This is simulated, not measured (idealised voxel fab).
Module name: voxel local oxidation (process module)
Each square cell in cross-section cut measures 5 nm, and the section as a whole is 250 nm wide.
Throughout this document, each cross-section is represented as a grid of square cells and is presented as a sequence of bands enumerated from the top downward, where a band comprises one or more rows of cells. A band entry consists of two parts. The first gives the height of the band's top and the height of its bottom, in nm. The rest lists the band's materials from left to right, each with its width in nm. A single material labelled with the word "throughout" fills the band from edge to edge, and the word "blank" marks empty space. Height 0 is the level under which the wafer as received is all one material. The lowest band goes on downwards, as in "0 nm and below". With a width like "30..40", each row of cells in the band differs from the next by the same amount, the top row carrying the first number and the bottom row the second. "nothing different" for a step: no cell of the cross-section changed in that step. "Sealed void listing" specifies each empty space that is not open to the top and that occupies no fewer than 8 cells, using the form width x height at distance, the distance measured from the left edge and all three quantities in nm. What comes after the settings on a step's line is commentary from the simulator itself on that step. overlay nm: mask right of planned place by this much (step with mask). Neg. = left.
Steps in the process plan:
- 1: RECEIVE [material Si]
- 2: OXIDIZE [depth nm 5]
- 3: CONFORMAL_DEP [material SiN] [thk nm 15]
- 4: DIRECTIONAL_DEP [material aC] [thk nm 15]
- 5: PATTERN [tone cover] [mask id ACTIVE] [material resist] [width nm 95] [thk nm 35] [overlay nm 0]
- 6: DIRECTIONAL_ETCH [etch materials aC] [depth nm 15]
- 7: STRIP [etch materials resist]
- 8: DIRECTIONAL_ETCH [etch materials SiN] [depth nm 15]
- 9: STRIP [etch materials aC]
- 10: SELECTIVE_ETCH [etch materials SiO2] [depth nm 5]
- 11: OXIDIZE [depth nm 10]
- 12: STRIP [etch materials SiN]
On the first of the two wafers: run conducted according to plan:
Incoming wafer, cross-sectional view, post step 1:
    0 nm and below: Si throughout
    Sealed void listing: none
Wafer section view after processing step 2:
    0 nm to -5 nm: SiO2 throughout
    Under the height -5 nothing was changed.
Wafer section view after processing step 3:
    15 nm to 0 nm: SiN throughout
    Under the height 0 nothing was changed.
Wafer section view after processing step 4:
    30 nm to 15 nm: aC throughout
    Under the height 15 nothing was changed.
Wafer section view after processing step 5:
    65 nm to 30 nm: 75 blank, then 95 resist, then 80 blank
    Under the height 30 nothing was changed.
Wafer section view after processing step 6:
    50 nm to 30 nm: 75 blank, then 95 resist, then 80 blank
    30 nm to 15 nm: 75 blank, then 95 aC, then 80 blank
    Under the height 15 nothing was changed.
Wafer section view after processing step 7:
    30 nm to 15 nm: 75 blank, then 95 aC, then 80 blank
    Under the height 15 nothing was changed.
Wafer section view after processing step 8:
    30 nm to 15 nm: 75 blank, then 95 aC, then 80 blank
    15 nm to 0 nm: 75 blank, then 95 SiN, then 80 blank
    Under the height 0 nothing was changed.
Wafer section view after processing step 9:
    15 nm to 0 nm: 75 blank, then 95 SiN, then 80 blank
    Under the height 0 nothing was changed.
Wafer section view after processing step 10:
    15 nm to 0 nm: 75 blank, then 95 SiN, then 80 blank
    0 nm to -5 nm: 80 blank, then 85 SiO2, then 85 blank
    Under the height -5 nothing was changed.
Wafer section view after processing step 11:
    15 nm to 0 nm: 75 blank, then 95 SiN, then 80 blank
    0 nm to -5 nm: 80 blank, then 85 SiO2, then 85 blank
    -5 nm to -15 nm: 90 SiO2, then 65 Si, then 95 SiO2
    Under the height -15 nothing was changed.
Wafer section view after processing step 12:
    0 nm to -5 nm: 80 blank, then 85 SiO2, then 85 blank
    Under the height -5 nothing was changed.
Companion wafer, the second of two: same beginning, same intended sequence, one mistake in carrying it out; through step 4 inclusive it tracks the first exactly:
Cross-section: second wafer, time at which step 5 was scheduled to end:
    65 nm to 30 nm: 75 resist, then 95 blank, then 80 resist
    Under the height 30 nothing was changed.
Cross-section: second wafer, time at which step 6 was scheduled to end:
    50 nm to 30 nm: 75 resist, then 95 blank, then 80 resist
    30 nm to 15 nm: 75 aC, then 95 blank, then 80 aC
    Under the height 15 nothing was changed.
Cross-section: second wafer, time at which step 7 was scheduled to end:
    30 nm to 15 nm: 75 aC, then 95 blank, then 80 aC
    Under the height 15 nothing was changed.
Cross-section: second wafer, time at which step 8 was scheduled to end:
    30 nm to 15 nm: 75 aC, then 95 blank, then 80 aC
    15 nm to 0 nm: 75 SiN, then 95 blank, then 80 SiN
    Under the height 0 nothing was changed.
Cross-section: second wafer, time at which step 9 was scheduled to end:
    15 nm to 0 nm: 75 SiN, then 95 blank, then 80 SiN
    Under the height 0 nothing was changed.
Cross-section: second wafer, time at which step 10 was scheduled to end:
    15 nm to 0 nm: 75 SiN, then 95 blank, then 80 SiN
    0 nm to -5 nm: 70 SiO2, then 105 blank, then 75 SiO2
    Under the height -5 nothing was changed.
Cross-section: second wafer, time at which step 11 was scheduled to end:
    15 nm to 0 nm: 75 SiN, then 95 blank, then 80 SiN
    0 nm to -5 nm: 70 SiO2, then 105 blank, then 75 SiO2
    -5 nm to -15 nm: 60 Si, then 125 SiO2, then 65 Si
    Under the height -15 nothing was changed.
Cross-section: second wafer, time at which step 12 was scheduled to end:
    0 nm to -5 nm: 70 SiO2, then 105 blank, then 75 SiO2
    Under the height -5 nothing was changed.
What was the processing mistake? step 5 ran with different settings than intended, the actual operation and settings being PATTERN [tone open] [mask id ACTIVE] [material resist] [width nm 95] [thk nm 35] [overlay nm 0]
Cell-count delta at end, second wafer over first, by material: 24 more of Si | 12 fewer of SiO2
